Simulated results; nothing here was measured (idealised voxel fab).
Process module, titled voxel self aligned contacts
Xsec cut, 245 nm wide, square cell size 5 nm.
Cross-sections here: square-cell grids, written as top-down lists of bands, a band being one or more rows of cells.
Band entry format. Leading values: height of top, height of bottom, nm. Remainder: materials in left-to-right order, each with its width in nm. Special words: "all across" on a single material, which then fills the band edge to edge; "air", empty space.
It should be noted that heights are counted from 0, beneath which the wafer as supplied is of one material throughout, and that the lowest band possesses no lower boundary but continues downward, as written in "0 down".
So if you see something like "30 to 40" for the width, read it as the top row of the band sitting at the first number and the bottom row at the second, with every row in between moving by the same amount as the last.
The designation "nothing was modified", where it is given for a processing step, indicates that no cell of the cross-section was altered in the course of that step.
What "Unvented cavities" gives you is every empty space of 8 cells or more that is cut off from the top. Each appears as width x height at distance, with the distance taken from the left edge and width, height and distance all in nm.
On a step's line, text after the settings is the simulator commenting on that step.
On any step carrying a mask, the "overlay nm" setting, if present on the step's line, tells how far right of its planned place the mask lay; negative values point to the left.

### Set out below are the planned steps of the process
step 1: RECEIVE [material Si]
step 2: CONFORMAL_DEP [material SiO2] [thk nm 5]
step 3: DIRECTIONAL_DEP [material polySi] [thk nm 20]
step 4: DIRECTIONAL_DEP [material SiN] [thk nm 20]
step 5: DIRECTIONAL_DEP [material aC] [thk nm 10]
step 6: PATTERN [tone cover] [mask id GATE] [material resist] [width nm 25] [pitch nm 55] [thk nm 25] [overlay nm 0]
step 7: DIRECTIONAL_ETCH [etch materials aC] [depth nm 10]
step 8: STRIP [etch materials resist]
step 9: DIRECTIONAL_ETCH [etch materials SiN] [depth nm 20]
step 10: DIRECTIONAL_ETCH [etch materials polySi] [depth nm 20]
step 11: STRIP [etch materials aC]
step 12: CONFORMAL_DEP [material SiN] [thk nm 5]
step 13: DIRECTIONAL_ETCH [etch materials SiN] [depth nm 5]
step 14: FILL_DEP [material SiO2] [thk nm 15]
step 15: CMP [height nm 55]
step 16: MASKED_ETCH [tone open] [mask id CONTACT] [width nm 40] [pitch nm 55] [etch materials SiO2] [depth nm 55] [overlay nm 0]
step 17: CONFORMAL_DEP [material TiN] [thk nm 5]
step 18: FILL_DEP [material Ru] [thk nm 5]
step 19: CMP [height nm 55]
step 20: CONFORMAL_DEP [material SiCN] [thk nm 5]

### As-received state of the wafer in cross-section, equivalent to post-step 1
- 0 down  Si all across
- Unvented cavities: none

### Post-module cross-section: identical start and plan to those above, one misstep in execution
- 60 to 55  SiCN all across
- 55 to 45  75 SiO2, 5 to 15 TiN, 30 to 10 Ru, 5 to 15 TiN, 15 SiO2, 5 to 15 TiN, 30 to 10 Ru, 5 to 15 TiN, 75 SiO2
- 45 to 25  50 SiO2, 35 SiN, 5 TiN, 10 Ru, 5 TiN, 35 SiN, 5 TiN, 10 Ru, 5 TiN, 35 SiN, 50 SiO2
- 25 to 20  85 SiO2, 20 TiN, 35 SiO2, 20 TiN, 85 SiO2
- 20 to 0  polySi all across
- 0 down  Si all across
- Unvented cavities: none
Want to know what went wrong? steps 2 and 3 of the plan were each performed in the slot designated for the other
